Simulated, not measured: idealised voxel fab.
Documented hereafter: the process module known as voxel trench capacitor.
cross-section cut | 180 nm wide | cells 5 nm
Each cross-section below is a grid of square cells, stated as bands in top-down order, with one or more rows of cells making up each band. It is stipulated that each band's entry specify, in nanometres, the height of the top of the band and then that of its bottom, followed by the materials of the band in left-to-right sequence, each together with its width in nanometres. A single material marked by the word "edge to edge" is understood to fill the band from edge to edge; the word "air" is understood to denote empty space. Ref level 0: as-received wafer is one material below here. Bottom band extends down with no lower bound ("z 0 and below"). Top row gets the first number, bottom row gets the second, and each row in between changes by the same step: that is how a band width like "30->40" works. No cell of the cross-section changed in a step that is given as "left unchanged". You'll see "Closed void catalog" listing empty spaces that have no way open to the top, as long as they're 8 cells or more; the notation is width x height at distance, where the distance is from the left edge, and all of it is in nm. Step line, after settings: the simulator's comment on this step. For masked steps, "overlay nm" on the step line gives how far right of plan the mask actually lay; a minus sign means it lay to the left.
-- plan
step 1: RECEIVE: material Si
step 2: CONFORMAL_DEP: material SiN, thk nm 10
step 3: DIRECTIONAL_DEP: material aC, thk nm 10
step 4: PATTERN: tone open, mask id TRENCH, material resist, width nm 25, pitch nm 55, thk nm 25, overlay nm 0
step 5: DIRECTIONAL_ETCH: etch materials aC, depth nm 10
step 6: STRIP: etch materials resist
step 7: DIRECTIONAL_ETCH: etch materials SiN, depth nm 10
step 8: DIRECTIONAL_ETCH: etch materials Si, depth nm 40
step 9: STRIP: etch materials aC
step 10: CONFORMAL_DEP: material SiO2, thk nm 5
step 11: FILL_DEP: material polySi, thk nm 10
step 12: CMP: height nm 10
-- As received (post step 1): cross-section
z 0 and below = Si edge to edge
Closed void catalog: none
-- Run as planned - first of the two wafers cross-sectioned at the end of the module
z 10 to 0 = SiN=50 | SiO2=5 | polySi=15 | SiO2=5 | SiN=30 | SiO2=5 | polySi=15 | SiO2=5 | SiN=50
z 0 to -35 = Si=50 | SiO2=5 | polySi=15 | SiO2=5 | Si=30 | SiO2=5 | polySi=15 | SiO2=5 | Si=50
z -35 to -40 = Si=50 | SiO2=25 | Si=30 | SiO2=25 | Si=50
z -40 and below = Si edge to edge
Closed void catalog: none
-- Cross-section, second wafer: same start as the first, same plan as the first, one mistake in running it; taken at the end of the module
z 10 to 0 = SiN=45 | SiO2=5 | polySi=15 | SiO2=5 | SiN=30 | SiO2=5 | polySi=15 | SiO2=5 | SiN=55
z 0 to -35 = Si=45 | SiO2=5 | polySi=15 | SiO2=5 | Si=30 | SiO2=5 | polySi=15 | SiO2=5 | Si=55
z -35 to -40 = Si=45 | SiO2=25 | Si=30 | SiO2=25 | Si=55
z -40 and below = Si edge to edge
Closed void catalog: none
Nonconformance to the process plan: the process deviated at step 4: the operation and settings actually run there were PATTERN: tone open, mask id TRENCH, material resist, width nm 25, pitch nm 55, thk nm 25, overlay nm -5
End check, second vs first wafer: material counts in cells match, positions do not.
